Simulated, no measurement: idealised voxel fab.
You're looking at the process module voxel released beams.
The figure presents cross-section cut, which has a width of 300 nm and is divided into square cells with an edge length of 5 nm.
Notation: cross-section as square-cell grid; stated in bands, top first, going down; one or more cell rows per band.
Heads up on the band format: heights come first, top then bottom, in nm. After that it's the materials left to right, each with its width in nm. A single material flagged "throughout" fills the whole band edge to edge, and "air" means there's empty space there.
Height reference: 0 = level under which incoming wafer is all one material. Lowest band: no bottom, runs on downward, e.g. "z 0 and below".
Note: "30 to 40" means the width goes from the first number (top row of the band) to the second number (bottom row) in equal steps per row of cells.
The designation "stayed the same", where it is given for a processing step, indicates that no cell of the cross-section was altered in the course of that step.
So "Sealed cavities" is basically the list of trapped voids: any empty space of 8 cells or more that can't reach the top through an opening. They're written width x height at distance, the distance being from the left edge, and it's all nm.
Heads up: the bit after the settings on a step's line is the simulator's remark on that step.
Regarding "overlay nm": on a step with a mask, it is the distance the mask lay to the right of its planned place; a negative value places it to the left.

[Intended process steps]
- 1: RECEIVE with material Si
- 2: CONFORMAL_DEP with material SiN, thk nm 5
- 3: DIRECTIONAL_DEP with material SiO2, thk nm 15
- 4: DIRECTIONAL_DEP with material aC, thk nm 10
- 5: PATTERN with tone open, mask id ANCHOR, material resist, width nm 20, thk nm 30, overlay nm 0
- 6: DIRECTIONAL_ETCH with etch materials aC, depth nm 10
- 7: STRIP with etch materials resist
- 8: DIRECTIONAL_ETCH with etch materials SiO2, depth nm 15
- 9: STRIP with etch materials aC
- 10: CONFORMAL_DEP with material polySi, thk nm 10
- 11: PATTERN with tone cover, mask id BEAM, material resist, width nm 105, thk nm 15, overlay nm 0
- 12: DIRECTIONAL_ETCH with etch materials polySi, depth nm 10
- 13: STRIP with etch materials resist
- 14: STRIP with etch materials SiO2
All wafers enter the flow in the same state. The width nm at step 5 differs from wafer to wafer, and the plan gives the value for the first wafer.

[Cut through the first of several wafers as received, post step 1]
- z 0 and below | Si throughout
- Sealed cavities: none

[Tabulated below, wafer by wafer, are the end-of-module results: for each material, the number of cells gained (+) or lost (-) relative to the as-received state, followed by the closed voids]
width nm 20, +60 SiN, +54 polySi, Sealed cavities: none
width nm 25, +60 SiN, +54 polySi, Sealed cavities: none
width nm 30, +60 SiN, +54 polySi, Sealed cavities: none
width nm 35, +60 SiN, +54 polySi, Sealed cavities: none
width nm 40, +60 SiN, +54 polySi, Sealed cavities: none
width nm 45, +60 SiN, +54 polySi, Sealed cavities: none
